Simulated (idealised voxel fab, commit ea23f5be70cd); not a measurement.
Module name: voxel wiring stack (process module)
Cross-sectional view cut (width: 235 nm; square cell size: 5 nm).
Bands, listed from the top down, are how a cross-section gets written in this document; the cross-section itself is a grid of square cells, and a band is one or more rows of them.
Band: top height; bottom height; in nm. Then, left to right: material with width in nm, for each material. "full width": a single material spanning edge to edge. "empty": empty space.
Ref level 0: as-received wafer is one material below here. Bottom band extends down with no lower bound ("0 down").
Quick explanation for "30..40": the width changes in equal steps down the rows of cells, from the first number in the band's top row to the second number in its bottom row.
A step reported as "no change" is a step in which no cell of the cross-section changed.
In the "Enclosed cavity list" entry, you get each enclosed empty space of 8 cells or more, one with no open way to the top, written width x height at distance, distance from the left edge, in nm.
Formally, on a step line, whatever follows the settings is a remark that the simulator itself makes on the step.
The setting "overlay nm" may be written on the line of a step. When the step uses a mask, the value reports how far to the right of the planned place the mask lay, and a negative value reports that it lay to the left.
Pairs follow: section before one process step, section after it down to the lowest changed band, step with settings underneath. Pairs may come from different runs of this module on the same starting wafer; continuity with the pair above only as stated in the "Cross-section, before" entry.

## Cross-section, before
	105 to 85  40 nm resist, then 30 nm empty, then 30 nm resist, then 30 nm empty, then 30 nm resist, then 30 nm empty, then 45 nm resist
	85 to 70  40 nm SiO2, then 30 nm empty, then 30 nm SiO2, then 30 nm empty, then 30 nm SiO2, then 30 nm empty, then 45 nm SiO2
	70 to 65  SiCN full width
	65 to 45  40 nm SiO2, then 5 nm TiN, then 5 nm W, then 5 nm TiN, then 105 nm SiO2, then 5 nm TiN, then 5 nm W, then 5 nm TiN, then 60 nm SiO2
	45 to 40  40 nm SiCN, then 15 nm TiN, then 105 nm SiCN, then 15 nm TiN, then 60 nm SiCN
	40 to 30  lowk full width
	30 to 25  35 nm lowk, then 40 nm SiCN, then 20 nm lowk, then 40 nm SiCN, then 20 nm lowk, then 40 nm SiCN, then 40 nm lowk
	25 to 5  35 nm lowk, then 5 nm SiCN, then 30 nm W, then 5 nm SiCN, then 20 nm lowk, then 5 nm SiCN, then 30 nm W, then 5 nm SiCN, then 20 nm lowk, then 5 nm SiCN, then 30 nm W, then 5 nm SiCN, then 40 nm lowk
	5 to 0  40 nm SiCN, then 30 nm TiN, then 30 nm SiCN, then 30 nm TiN, then 30 nm SiCN, then 30 nm TiN, then 45 nm SiCN
	0 down  Si full width
	Enclosed cavity list: none

## After the Step
	105 to 85  40 nm resist, then 30 nm empty, then 30 nm resist, then 30 nm empty, then 30 nm resist, then 30 nm empty, then 45 nm resist
	85 to 70  40 nm SiO2, then 30 nm empty, then 30 nm SiO2, then 30 nm empty, then 30 nm SiO2, then 30 nm empty, then 45 nm SiO2
	70 to 65  40 nm SiCN, then 30 nm empty, then 30 nm SiCN, then 30 nm empty, then 30 nm SiCN, then 30 nm empty, then 45 nm SiCN
	Nothing below the height 65 has changed.
	Enclosed cavity list: none
What is the step between the two cross-sections above? DIRECTIONAL_ETCH | etch materials SiCN | depth nm 5

Cross-section, before: unchanged from the after cross-section in the pair immediately above; refer to that figure.

## After the Step
	85 to 70  40 nm SiO2, then 30 nm empty, then 30 nm SiO2, then 30 nm empty, then 30 nm SiO2, then 30 nm empty, then 45 nm SiO2
	Nothing below the height 70 has changed.
	Enclosed cavity list: none
What is the step between the two cross-sections above? STRIP | etch materials resist

Cross-section, before: unchanged from the after cross-section in the pair immediately above; refer to that figure.

## After the Step
	90 to 85  45 nm TiN, then 20 nm empty, then 40 nm TiN, then 20 nm empty, then 40 nm TiN, then 20 nm empty, then 50 nm TiN
	85 to 70  40 nm SiO2, then 5 nm TiN, then 20 nm empty, then 5 nm TiN, then 30 nm SiO2, then 5 nm TiN, then 20 nm empty, then 5 nm TiN, then 30 nm SiO2, then 5 nm TiN, then 20 nm empty, then 5 nm TiN, then 45 nm SiO2
	70 to 65  40 nm SiCN, then 30 nm TiN, then 30 nm SiCN, then 30 nm TiN, then 30 nm SiCN, then 30 nm TiN, then 45 nm SiCN
	Nothing below the height 65 has changed.
	Enclosed cavity list: none
What is the step between the two cross-sections above? CONFORMAL_DEP | material TiN | thk nm 5

Cross-section, before: unchanged from the after cross-section in the pair immediately above; refer to that figure.

## After the Step
	95 to 90  W full width
	90 to 85  45 nm TiN, then 20 nm W, then 40 nm TiN, then 20 nm W, then 40 nm TiN, then 20 nm W, then 50 nm TiN
	85 to 70  40 nm SiO2, then 5 nm TiN, then 20 nm W, then 5 nm TiN, then 30 nm SiO2, then 5 nm TiN, then 20 nm W, then 5 nm TiN, then 30 nm SiO2, then 5 nm TiN, then 20 nm W, then 5 nm TiN, then 45 nm SiO2
	Nothing below the height 70 has changed.
	Enclosed cavity list: none
What is the step between the two cross-sections above? FILL_DEP | material W | thk nm 5

Cross-section, before: unchanged from the after cross-section in the pair immediately above; refer to that figure.

## After the Step
	85 to 70  40 nm SiO2, then 5 nm TiN, then 20 nm W, then 5 nm TiN, then 30 nm SiO2, then 5 nm TiN, then 20 nm W, then 5 nm TiN, then 30 nm SiO2, then 5 nm TiN, then 20 nm W, then 5 nm TiN, then 45 nm SiO2
	Nothing below the height 70 has changed.
	Enclosed cavity list: none
What is the step between the two cross-sections above? CMP | height nm 85

Cross-section, before: unchanged from the after cross-section in the pair immediately above; refer to that figure.

## After the Step
	90 to 85  SiCN full width
	Nothing below the height 85 has changed.
	Enclosed cavity list: none
What is the step between the two cross-sections above? CONFORMAL_DEP | material SiCN | thk nm 5

Cross-section, before: unchanged from the after cross-section in the pair immediately above; refer to that figure.

## After the Step
	100 to 90  SiO2 full width
	Nothing below the height 90 has changed.
	Enclosed cavity list: none
What is the step between the two cross-sections above? DIRECTIONAL_DEP | material SiO2 | thk nm 10

Cross-section, before: unchanged from the after cross-section in the pair immediately above; refer to that figure.

## After the Step
	100 to 90  40 nm SiO2, then 15 nm empty, then 45 nm SiO2, then 15 nm empty, then 45 nm SiO2, then 15 nm empty, then 60 nm SiO2
	Nothing below the height 90 has changed.
	Enclosed cavity list: none
What is the step between the two cross-sections above? MASKED_ETCH | tone open | mask id PLUG_2 | width nm 15 | pitch nm 60 | etch materials SiO2 | depth nm 10 | overlay nm 0

Cross-section, before: unchanged from the after cross-section in the pair immediately above; refer to that figure.

## After the Step
	100 to 90  40 nm SiO2, then 15 nm empty, then 45 nm SiO2, then 15 nm empty, then 45 nm SiO2, then 15 nm empty, then 60 nm SiO2
	90 to 85  40 nm SiCN, then 15 nm empty, then 45 nm SiCN, then 15 nm empty, then 45 nm SiCN, then 15 nm empty, then 60 nm SiCN
	Nothing below the height 85 has changed.
	Enclosed cavity list: none
What is the step between the two cross-sections above? MASKED_ETCH | tone open | mask id PLUG_2 | width nm 15 | pitch nm 60 | etch materials SiCN | depth nm 5 | overlay nm 0

Cross-section, before: unchanged from the after cross-section in the pair immediately above; refer to that figure.

## After the Step
	105 to 100  45 nm TiN, then 5 nm empty, then 55 nm TiN, then 5 nm empty, then 55 nm TiN, then 5 nm empty, then 65 nm TiN
	100 to 90  40 nm SiO2, then 5 nm TiN, then 5 nm empty, then 5 nm TiN, then 45 nm SiO2, then 5 nm TiN, then 5 nm empty, then 5 nm TiN, then 45 nm SiO2, then 5 nm TiN, then 5 nm empty, then 5 nm TiN, then 60 nm SiO2
	90 to 85  40 nm SiCN, then 15 nm TiN, then 45 nm SiCN, then 15 nm TiN, then 45 nm SiCN, then 15 nm TiN, then 60 nm SiCN
	Nothing below the height 85 has changed.
	Enclosed cavity list: none
What is the step between the two cross-sections above? CONFORMAL_DEP | material TiN | thk nm 5

Cross-section, before: unchanged from the after cross-section in the pair immediately above; refer to that figure.

## After the Step
	110 to 105  W full width
	105 to 100  45 nm TiN, then 5 nm W, then 55 nm TiN, then 5 nm W, then 55 nm TiN, then 5 nm W, then 65 nm TiN
	100 to 90  40 nm SiO2, then 5 nm TiN, then 5 nm W, then 5 nm TiN, then 45 nm SiO2, then 5 nm TiN, then 5 nm W, then 5 nm TiN, then 45 nm SiO2, then 5 nm TiN, then 5 nm W, then 5 nm TiN, then 60 nm SiO2
	Nothing below the height 90 has changed.
	Enclosed cavity list: none
What is the step between the two cross-sections above? FILL_DEP | material W | thk nm 5

Cross-section, before: unchanged from the after cross-section in the pair immediately above; refer to that figure.

## After the Step
	100 to 90  40 nm SiO2, then 5 nm TiN, then 5 nm W, then 5 nm TiN, then 45 nm SiO2, then 5 nm TiN, then 5 nm W, then 5 nm TiN, then 45 nm SiO2, then 5 nm TiN, then 5 nm W, then 5 nm TiN, then 60 nm SiO2
	Nothing below the height 90 has changed.
	Enclosed cavity list: none
What is the step between the two cross-sections above? CMP | height nm 100

Cross-section, before: unchanged from the after cross-section in the pair immediately above; refer to that figure.

## After the Step
	105 to 100  TiN full width
	Nothing below the height 100 has changed.
	Enclosed cavity list: none
What is the step between the two cross-sections above? DIRECTIONAL_DEP | material TiN | thk nm 5

Cross-section, before: unchanged from the after cross-section in the pair immediately above; refer to that figure.

## After the Step
	130 to 105  Ru full width
	Nothing below the height 105 has changed.
	Enclosed cavity list: none
What is the step between the two cross-sections above? DIRECTIONAL_DEP | material Ru | thk nm 25

Cross-section, before: unchanged from the after cross-section in the pair immediately above; refer to that figure.

## After the Step
	130 to 105  40 nm empty, then 30 nm Ru, then 30 nm empty, then 30 nm Ru, then 30 nm empty, then 30 nm Ru, then 45 nm empty
	Nothing below the height 105 has changed.
	Enclosed cavity list: none
What is the step between the two cross-sections above? MASKED_ETCH | tone cover | mask id METAL_3 | width nm 30 | pitch nm 60 | etch materials Ru | depth nm 25 | overlay nm 0

Cross-section, before: unchanged from the after cross-section in the pair immediately above; refer to that figure.

## After the Step
	130 to 105  40 nm empty, then 30 nm Ru, then 30 nm empty, then 30 nm Ru, then 30 nm empty, then 30 nm Ru, then 45 nm empty
	105 to 100  40 nm empty, then 30 nm TiN, then 30 nm empty, then 30 nm TiN, then 30 nm empty, then 30 nm TiN, then 45 nm empty
	Nothing below the height 100 has changed.
	Enclosed cavity list: none
What is the step between the two cross-sections above? MASKED_ETCH | tone cover | mask id METAL_3 | width nm 30 | pitch nm 60 | etch materials TiN | depth nm 5 | overlay nm 0

Cross-section, before: unchanged from the after cross-section in the pair immediately above; refer to that figure.

## After the Step
	135 to 130  35 nm empty, then 40 nm SiN, then 20 nm empty, then 40 nm SiN, then 20 nm empty, then 40 nm SiN, then 40 nm empty
	130 to 105  35 nm empty, then 5 nm SiN, then 30 nm Ru, then 5 nm SiN, then 20 nm empty, then 5 nm SiN, then 30 nm Ru, then 5 nm SiN, then 20 nm empty, then 5 nm SiN, then 30 nm Ru, then 5 nm SiN, then 40 nm empty
	105 to 100  40 nm SiN, then 30 nm TiN, then 30 nm SiN, then 30 nm TiN, then 30 nm SiN, then 30 nm TiN, then 45 nm SiN
	Nothing below the height 100 has changed.
	Enclosed cavity list: none
What is the step between the two cross-sections above? CONFORMAL_DEP | material SiN | thk nm 5

Cross-section, before: unchanged from the after cross-section in the pair immediately above; refer to that figure.

## After the Step
	140 to 135  lowk full width
	135 to 130  35 nm lowk, then 40 nm SiN, then 20 nm lowk, then 40 nm SiN, then 20 nm lowk, then 40 nm SiN, then 40 nm lowk
	130 to 105  35 nm lowk, then 5 nm SiN, then 30 nm Ru, then 5 nm SiN, then 20 nm lowk, then 5 nm SiN, then 30 nm Ru, then 5 nm SiN, then 20 nm lowk, then 5 nm SiN, then 30 nm Ru, then 5 nm SiN, then 40 nm lowk
	Nothing below the height 105 has changed.
	Enclosed cavity list: none
What is the step between the two cross-sections above? FILL_DEP | material lowk | thk nm 5

Cross-section, before: unchanged from the after cross-section in the pair immediately above; refer to that figure.

## After the Step
	130 to 105  35 nm lowk, then 5 nm SiN, then 30 nm Ru, then 5 nm SiN, then 20 nm lowk, then 5 nm SiN, then 30 nm Ru, then 5 nm SiN, then 20 nm lowk, then 5 nm SiN, then 30 nm Ru, then 5 nm SiN, then 40 nm lowk
	Nothing below the height 105 has changed.
	Enclosed cavity list: none
What is the step between the two cross-sections above? CMP | height nm 130

Cross-section, before: unchanged from the after cross-section in the pair immediately above; refer to that figure.

## After the Step
	135 to 130  SiCN full width
	Nothing below the height 130 has changed.
	Enclosed cavity list: none
What is the step between the two cross-sections above? CONFORMAL_DEP | material SiCN | thk nm 5

## Cross-section, before
	15 to 0  SiO2 full width
	0 down  Si full width
	Enclosed cavity list: none

## After the Step
	30 to 0  SiO2 full width
	Nothing below the height 0 has changed.
	Enclosed cavity list: none
What is the step between the two cross-sections above? CONFORMAL_DEP | material SiO2 | thk nm 15

Cross-section, before: unchanged from the after cross-section in the pair immediately above; refer to that figure.

## After the Step
	35 to 30  TiN full width
	Nothing below the height 30 has changed.
	Enclosed cavity list: none
What is the step between the two cross-sections above? DIRECTIONAL_DEP | material TiN | thk nm 5

Cross-section, before: unchanged from the after cross-section in the pair immediately above; refer to that figure.

## After the Step
	55 to 35  W full width
	Nothing below the height 35 has changed.
	Enclosed cavity list: none
What is the step between the two cross-sections above? DIRECTIONAL_DEP | material W | thk nm 20

Cross-section, before: unchanged from the after cross-section in the pair immediately above; refer to that figure.

## After the Step
	70 to 55  aC full width
	Nothing below the height 55 has changed.
	Enclosed cavity list: none
What is the step between the two cross-sections above? DIRECTIONAL_DEP | material aC | thk nm 15

Cross-section, before: unchanged from the after cross-section in the pair immediately above; refer to that figure.

## After the Step
	100 to 70  40 nm empty, then 30 nm resist, then 30 nm empty, then 30 nm resist, then 30 nm empty, then 30 nm resist, then 45 nm empty
	Nothing below the height 70 has changed.
	Enclosed cavity list: none
What is the step between the two cross-sections above? PATTERN | tone cover | mask id METAL_1 | material resist | width nm 30 | pitch nm 60 | thk nm 30 | overlay nm 0

Cross-section, before: unchanged from the after cross-section in the pair immediately above; refer to that figure.

## After the Step
	85 to 70  40 nm empty, then 30 nm resist, then 30 nm empty, then 30 nm resist, then 30 nm empty, then 30 nm resist, then 45 nm empty
	70 to 55  40 nm empty, then 30 nm aC, then 30 nm empty, then 30 nm aC, then 30 nm empty, then 30 nm aC, then 45 nm empty
	Nothing below the height 55 has changed.
	Enclosed cavity list: none
What is the step between the two cross-sections above? DIRECTIONAL_ETCH | etch materials aC | depth nm 15

Cross-section, before: unchanged from the after cross-section in the pair immediately above; refer to that figure.

## After the Step
	70 to 55  40 nm empty, then 30 nm aC, then 30 nm empty, then 30 nm aC, then 30 nm empty, then 30 nm aC, then 45 nm empty
	Nothing below the height 55 has changed.
	Enclosed cavity list: none
What is the step between the two cross-sections above? STRIP | etch materials resist

Cross-section, before: unchanged from the after cross-section in the pair immediately above; refer to that figure.

## After the Step
	70 to 55  40 nm empty, then 30 nm aC, then 30 nm empty, then 30 nm aC, then 30 nm empty, then 30 nm aC, then 45 nm empty
	55 to 35  40 nm empty, then 30 nm W, then 30 nm empty, then 30 nm W, then 30 nm empty, then 30 nm W, then 45 nm empty
	Nothing below the height 35 has changed.
	Enclosed cavity list: none
What is the step between the two cross-sections above? DIRECTIONAL_ETCH | etch materials W | depth nm 20

Cross-section, before: unchanged from the after cross-section in the pair immediately above; refer to that figure.

## After the Step
	70 to 55  40 nm empty, then 30 nm aC, then 30 nm empty, then 30 nm aC, then 30 nm empty, then 30 nm aC, then 45 nm empty
	55 to 35  40 nm empty, then 30 nm W, then 30 nm empty, then 30 nm W, then 30 nm empty, then 30 nm W, then 45 nm empty
	35 to 30  40 nm empty, then 30 nm TiN, then 30 nm empty, then 30 nm TiN, then 30 nm empty, then 30 nm TiN, then 45 nm empty
	Nothing below the height 30 has changed.
	Enclosed cavity list: none
What is the step between the two cross-sections above? DIRECTIONAL_ETCH | etch materials TiN | depth nm 5

Cross-section, before: unchanged from the after cross-section in the pair immediately above; refer to that figure.

## After the Step
	55 to 35  40 nm empty, then 30 nm W, then 30 nm empty, then 30 nm W, then 30 nm empty, then 30 nm W, then 45 nm empty
	Nothing below the height 35 has changed.
	Enclosed cavity list: none
What is the step between the two cross-sections above? STRIP | etch materials aC

Cross-section, before: unchanged from the after cross-section in the pair immediately above; refer to that figure.

## After the Step
	60 to 55  35 nm empty, then 40 nm SiCN, then 20 nm empty, then 40 nm SiCN, then 20 nm empty, then 40 nm SiCN, then 40 nm empty
	55 to 35  35 nm empty, then 5 nm SiCN, then 30 nm W, then 5 nm SiCN, then 20 nm empty, then 5 nm SiCN, then 30 nm W, then 5 nm SiCN, then 20 nm empty, then 5 nm SiCN, then 30 nm W, then 5 nm SiCN, then 40 nm empty
	35 to 30  40 nm SiCN, then 30 nm TiN, then 30 nm SiCN, then 30 nm TiN, then 30 nm SiCN, then 30 nm TiN, then 45 nm SiCN
	Nothing below the height 30 has changed.
	Enclosed cavity list: none
What is the step between the two cross-sections above? CONFORMAL_DEP | material SiCN | thk nm 5

Cross-section, before: unchanged from the after cross-section in the pair immediately above; refer to that figure.

## After the Step
	70 to 60  lowk full width
	60 to 55  35 nm lowk, then 40 nm SiCN, then 20 nm lowk, then 40 nm SiCN, then 20 nm lowk, then 40 nm SiCN, then 40 nm lowk
	55 to 35  35 nm lowk, then 5 nm SiCN, then 30 nm W, then 5 nm SiCN, then 20 nm lowk, then 5 nm SiCN, then 30 nm W, then 5 nm SiCN, then 20 nm lowk, then 5 nm SiCN, then 30 nm W, then 5 nm SiCN, then 40 nm lowk
	Nothing below the height 35 has changed.
	Enclosed cavity list: none
What is the step between the two cross-sections above? FILL_DEP | material lowk | thk nm 10

Cross-section, before: unchanged from the after cross-section in the pair immediately above; refer to that figure.

## After the Step
	40 to 35  35 nm lowk, then 5 nm SiCN, then 30 nm W, then 5 nm SiCN, then 20 nm lowk, then 5 nm SiCN, then 30 nm W, then 5 nm SiCN, then 20 nm lowk, then 5 nm SiCN, then 30 nm W, then 5 nm SiCN, then 40 nm lowk
	Nothing below the height 35 has changed.
	Enclosed cavity list: none
What is the step between the two cross-sections above? CMP | height nm 40

Cross-section, before: unchanged from the after cross-section in the pair immediately above; refer to that figure.

## After the Step
	45 to 40  SiCN full width
	Nothing below the height 40 has changed.
	Enclosed cavity list: none
What is the step between the two cross-sections above? CONFORMAL_DEP | material SiCN | thk nm 5

Cross-section, before: unchanged from the after cross-section in the pair immediately above; refer to that figure.

## After the Step
	65 to 45  SiO2 full width
	Nothing below the height 45 has changed.
	Enclosed cavity list: none
What is the step between the two cross-sections above? DIRECTIONAL_DEP | material SiO2 | thk nm 20

Cross-section, before: unchanged from the after cross-section in the pair immediately above; refer to that figure.

## After the Step
	65 to 45  40 nm SiO2, then 15 nm empty, then 105 nm SiO2, then 15 nm empty, then 60 nm SiO2
	Nothing below the height 45 has changed.
	Enclosed cavity list: none
What is the step between the two cross-sections above? MASKED_ETCH | tone open | mask id PLUG_1 | width nm 15 | pitch nm 120 | etch materials SiO2 | depth nm 20 | overlay nm 0

Cross-section, before: unchanged from the after cross-section in the pair immediately above; refer to that figure.

## After the Step
	65 to 45  40 nm SiO2, then 15 nm empty, then 105 nm SiO2, then 15 nm empty, then 60 nm SiO2
	45 to 40  40 nm SiCN, then 15 nm empty, then 105 nm SiCN, then 15 nm empty, then 60 nm SiCN
	Nothing below the height 40 has changed.
	Enclosed cavity list: none
What is the step between the two cross-sections above? MASKED_ETCH | tone open | mask id PLUG_1 | width nm 15 | pitch nm 120 | etch materials SiCN | depth nm 5 | overlay nm 0

Cross-section, before: unchanged from the after cross-section in the pair immediately above; refer to that figure.

## After the Step
	70 to 65  45 nm TiN, then 5 nm empty, then 115 nm TiN, then 5 nm empty, then 65 nm TiN
	65 to 45  40 nm SiO2, then 5 nm TiN, then 5 nm empty, then 5 nm TiN, then 105 nm SiO2, then 5 nm TiN, then 5 nm empty, then 5 nm TiN, then 60 nm SiO2
	45 to 40  40 nm SiCN, then 15 nm TiN, then 105 nm SiCN, then 15 nm TiN, then 60 nm SiCN
	Nothing below the height 40 has changed.
	Enclosed cavity list: none
What is the step between the two cross-sections above? CONFORMAL_DEP | material TiN | thk nm 5

Cross-section, before: unchanged from the after cross-section in the pair immediately above; refer to that figure.

## After the Step
	75 to 70  W full width
	70 to 65  45 nm TiN, then 5 nm W, then 115 nm TiN, then 5 nm W, then 65 nm TiN
	65 to 45  40 nm SiO2, then 5 nm TiN, then 5 nm W, then 5 nm TiN, then 105 nm SiO2, then 5 nm TiN, then 5 nm W, then 5 nm TiN, then 60 nm SiO2
	Nothing below the height 45 has changed.
	Enclosed cavity list: none
What is the step between the two cross-sections above? FILL_DEP | material W | thk nm 5

Cross-section, before: unchanged from the after cross-section in the pair immediately above; refer to that figure.

## After the Step
	65 to 45  40 nm SiO2, then 5 nm TiN, then 5 nm W, then 5 nm TiN, then 105 nm SiO2, then 5 nm TiN, then 5 nm W, then 5 nm TiN, then 60 nm SiO2
	Nothing below the height 45 has changed.
	Enclosed cavity list: none
What is the step between the two cross-sections above? CMP | height nm 65

Cross-section, before: unchanged from the after cross-section in the pair immediately above; refer to that figure.

## After the Step
	70 to 65  SiCN full width
	Nothing below the height 65 has changed.
	Enclosed cavity list: none
What is the step between the two cross-sections above? CONFORMAL_DEP | material SiCN | thk nm 5

Cross-section, before: unchanged from the after cross-section in the pair immediately above; refer to that figure.

## After the Step
	85 to 70  SiO2 full width
	Nothing below the height 70 has changed.
	Enclosed cavity list: none
What is the step between the two cross-sections above? DIRECTIONAL_DEP | material SiO2 | thk nm 15

Cross-section, before: unchanged from the after cross-section in the pair immediately above; refer to that figure.

## After the Step
	105 to 85  40 nm resist, then 30 nm empty, then 30 nm resist, then 30 nm empty, then 30 nm resist, then 30 nm empty, then 45 nm resist
	Nothing below the height 85 has changed.
	Enclosed cavity list: none
What is the step between the two cross-sections above? PATTERN | tone open | mask id METAL_2 | material resist | width nm 30 | pitch nm 60 | thk nm 20 | overlay nm 0

Cross-section, before: unchanged from the after cross-section in the pair immediately above; refer to that figure.

## After the Step
	105 to 85  40 nm resist, then 30 nm empty, then 30 nm resist, then 30 nm empty, then 30 nm resist, then 30 nm empty, then 45 nm resist
	85 to 70  40 nm SiO2, then 30 nm empty, then 30 nm SiO2, then 30 nm empty, then 30 nm SiO2, then 30 nm empty, then 45 nm SiO2
	Nothing below the height 70 has changed.
	Enclosed cavity list: none
What is the step between the two cross-sections above? DIRECTIONAL_ETCH | etch materials SiO2 | depth nm 15

Cross-section, before: unchanged from the after cross-section in the pair immediately above; refer to that figure.

## After the Step
	105 to 85  40 nm resist, then 30 nm empty, then 30 nm resist, then 30 nm empty, then 30 nm resist, then 30 nm empty, then 45 nm resist
	85 to 70  40 nm SiO2, then 30 nm empty, then 30 nm SiO2, then 30 nm empty, then 30 nm SiO2, then 30 nm empty, then 45 nm SiO2
	70 to 65  40 nm SiCN, then 30 nm empty, then 30 nm SiCN, then 30 nm empty, then 30 nm SiCN, then 30 nm empty, then 45 nm SiCN
	Nothing below the height 65 has changed.
	Enclosed cavity list: none
What is the step between the two cross-sections above? DIRECTIONAL_ETCH | etch materials SiCN | depth nm 5

Cross-section, before: unchanged from the after cross-section in the pair immediately above; refer to that figure.

## After the Step
	85 to 70  40 nm SiO2, then 30 nm empty, then 30 nm SiO2, then 30 nm empty, then 30 nm SiO2, then 30 nm empty, then 45 nm SiO2
	Nothing below the height 70 has changed.
	Enclosed cavity list: none
What is the step between the two cross-sections above? STRIP | etch materials resist

Cross-section, before: unchanged from the after cross-section in the pair immediately above; refer to that figure.

## After the Step
	90 to 85  45 nm TiN, then 20 nm empty, then 40 nm TiN, then 20 nm empty, then 40 nm TiN, then 20 nm empty, then 50 nm TiN
	85 to 70  40 nm SiO2, then 5 nm TiN, then 20 nm empty, then 5 nm TiN, then 30 nm SiO2, then 5 nm TiN, then 20 nm empty, then 5 nm TiN, then 30 nm SiO2, then 5 nm TiN, then 20 nm empty, then 5 nm TiN, then 45 nm SiO2
	70 to 65  40 nm SiCN, then 30 nm TiN, then 30 nm SiCN, then 30 nm TiN, then 30 nm SiCN, then 30 nm TiN, then 45 nm SiCN
	Nothing below the height 65 has changed.
	Enclosed cavity list: none
What is the step between the two cross-sections above? CONFORMAL_DEP | material TiN | thk nm 5

Cross-section, before: unchanged from the after cross-section in the pair immediately above; refer to that figure.

## After the Step
	95 to 90  W full width
	90 to 85  45 nm TiN, then 20 nm W, then 40 nm TiN, then 20 nm W, then 40 nm TiN, then 20 nm W, then 50 nm TiN
	85 to 70  40 nm SiO2, then 5 nm TiN, then 20 nm W, then 5 nm TiN, then 30 nm SiO2, then 5 nm TiN, then 20 nm W, then 5 nm TiN, then 30 nm SiO2, then 5 nm TiN, then 20 nm W, then 5 nm TiN, then 45 nm SiO2
	Nothing below the height 70 has changed.
	Enclosed cavity list: none
What is the step between the two cross-sections above? FILL_DEP | material W | thk nm 5

Cross-section, before: unchanged from the after cross-section in the pair immediately above; refer to that figure.

## After the Step
	85 to 70  40 nm SiO2, then 5 nm TiN, then 20 nm W, then 5 nm TiN, then 30 nm SiO2, then 5 nm TiN, then 20 nm W, then 5 nm TiN, then 30 nm SiO2, then 5 nm TiN, then 20 nm W, then 5 nm TiN, then 45 nm SiO2
	Nothing below the height 70 has changed.
	Enclosed cavity list: none
What is the step between the two cross-sections above? CMP | height nm 85

Cross-section, before: unchanged from the after cross-section in the pair immediately above; refer to that figure.

## After the Step
	90 to 85  SiCN full width
	Nothing below the height 85 has changed.
	Enclosed cavity list: none
What is the step between the two cross-sections above? CONFORMAL_DEP | material SiCN | thk nm 5

Cross-section, before: unchanged from the after cross-section in the pair immediately above; refer to that figure.

## After the Step
	100 to 90  SiO2 full width
	Nothing below the height 90 has changed.
	Enclosed cavity list: none
What is the step between the two cross-sections above? DIRECTIONAL_DEP | material SiO2 | thk nm 10

Cross-section, before: unchanged from the after cross-section in the pair immediately above; refer to that figure.

## After the Step
	100 to 90  40 nm SiO2, then 15 nm empty, then 45 nm SiO2, then 15 nm empty, then 45 nm SiO2, then 15 nm empty, then 60 nm SiO2
	Nothing below the height 90 has changed.
	Enclosed cavity list: none
What is the step between the two cross-sections above? MASKED_ETCH | tone open | mask id PLUG_2 | width nm 15 | pitch nm 60 | etch materials SiO2 | depth nm 10 | overlay nm 0

Cross-section, before: unchanged from the after cross-section in the pair immediately above; refer to that figure.

## After the Step
	100 to 90  40 nm SiO2, then 15 nm empty, then 45 nm SiO2, then 15 nm empty, then 45 nm SiO2, then 15 nm empty, then 60 nm SiO2
	90 to 85  40 nm SiCN, then 15 nm empty, then 45 nm SiCN, then 15 nm empty, then 45 nm SiCN, then 15 nm empty, then 60 nm SiCN
	Nothing below the height 85 has changed.
	Enclosed cavity list: none
What is the step between the two cross-sections above? MASKED_ETCH | tone open | mask id PLUG_2 | width nm 15 | pitch nm 60 | etch materials SiCN | depth nm 5 | overlay nm 0

Cross-section, before: unchanged from the after cross-section in the pair immediately above; refer to that figure.

## After the Step
	105 to 100  45 nm TiN, then 5 nm empty, then 55 nm TiN, then 5 nm empty, then 55 nm TiN, then 5 nm empty, then 65 nm TiN
	100 to 90  40 nm SiO2, then 5 nm TiN, then 5 nm empty, then 5 nm TiN, then 45 nm SiO2, then 5 nm TiN, then 5 nm empty, then 5 nm TiN, then 45 nm SiO2, then 5 nm TiN, then 5 nm empty, then 5 nm TiN, then 60 nm SiO2
	90 to 85  40 nm SiCN, then 15 nm TiN, then 45 nm SiCN, then 15 nm TiN, then 45 nm SiCN, then 15 nm TiN, then 60 nm SiCN
	Nothing below the height 85 has changed.
	Enclosed cavity list: none
What is the step between the two cross-sections above? CONFORMAL_DEP | material TiN | thk nm 5

Cross-section, before: unchanged from the after cross-section in the pair immediately above; refer to that figure.

## After the Step
	110 to 105  W full width
	105 to 100  45 nm TiN, then 5 nm W, then 55 nm TiN, then 5 nm W, then 55 nm TiN, then 5 nm W, then 65 nm TiN
	100 to 90  40 nm SiO2, then 5 nm TiN, then 5 nm W, then 5 nm TiN, then 45 nm SiO2, then 5 nm TiN, then 5 nm W, then 5 nm TiN, then 45 nm SiO2, then 5 nm TiN, then 5 nm W, then 5 nm TiN, then 60 nm SiO2
	Nothing below the height 90 has changed.
	Enclosed cavity list: none
What is the step between the two cross-sections above? FILL_DEP | material W | thk nm 5

Cross-section, before: unchanged from the after cross-section in the pair immediately above; refer to that figure.

## After the Step
	100 to 90  40 nm SiO2, then 5 nm TiN, then 5 nm W, then 5 nm TiN, then 45 nm SiO2, then 5 nm TiN, then 5 nm W, then 5 nm TiN, then 45 nm SiO2, then 5 nm TiN, then 5 nm W, then 5 nm TiN, then 60 nm SiO2
	Nothing below the height 90 has changed.
	Enclosed cavity list: none
What is the step between the two cross-sections above? CMP | height nm 100

Cross-section, before: unchanged from the after cross-section in the pair immediately above; refer to that figure.

## After the Step
	105 to 100  TiN full width
	Nothing below the height 100 has changed.
	Enclosed cavity list: none
What is the step between the two cross-sections above? DIRECTIONAL_DEP | material TiN | thk nm 5

Cross-section, before: unchanged from the after cross-section in the pair immediately above; refer to that figure.

## After the Step
	130 to 105  Ru full width
	Nothing below the height 105 has changed.
	Enclosed cavity list: none
What is the step between the two cross-sections above? DIRECTIONAL_DEP | material Ru | thk nm 25

Cross-section, before: unchanged from the after cross-section in the pair immediately above; refer to that figure.

## After the Step
	130 to 105  40 nm empty, then 30 nm Ru, then 30 nm empty, then 30 nm Ru, then 30 nm empty, then 30 nm Ru, then 45 nm empty
	Nothing below the height 105 has changed.
	Enclosed cavity list: none
What is the step between the two cross-sections above? MASKED_ETCH | tone cover | mask id METAL_3 | width nm 30 | pitch nm 60 | etch materials Ru | depth nm 25 | overlay nm 0

Cross-section, before: unchanged from the after cross-section in the pair immediately above; refer to that figure.

## After the Step
	130 to 105  40 nm empty, then 30 nm Ru, then 30 nm empty, then 30 nm Ru, then 30 nm empty, then 30 nm Ru, then 45 nm empty
	105 to 100  40 nm empty, then 30 nm TiN, then 30 nm empty, then 30 nm TiN, then 30 nm empty, then 30 nm TiN, then 45 nm empty
	Nothing below the height 100 has changed.
	Enclosed cavity list: none
What is the step between the two cross-sections above? MASKED_ETCH | tone cover | mask id METAL_3 | width nm 30 | pitch nm 60 | etch materials TiN | depth nm 5 | overlay nm 0
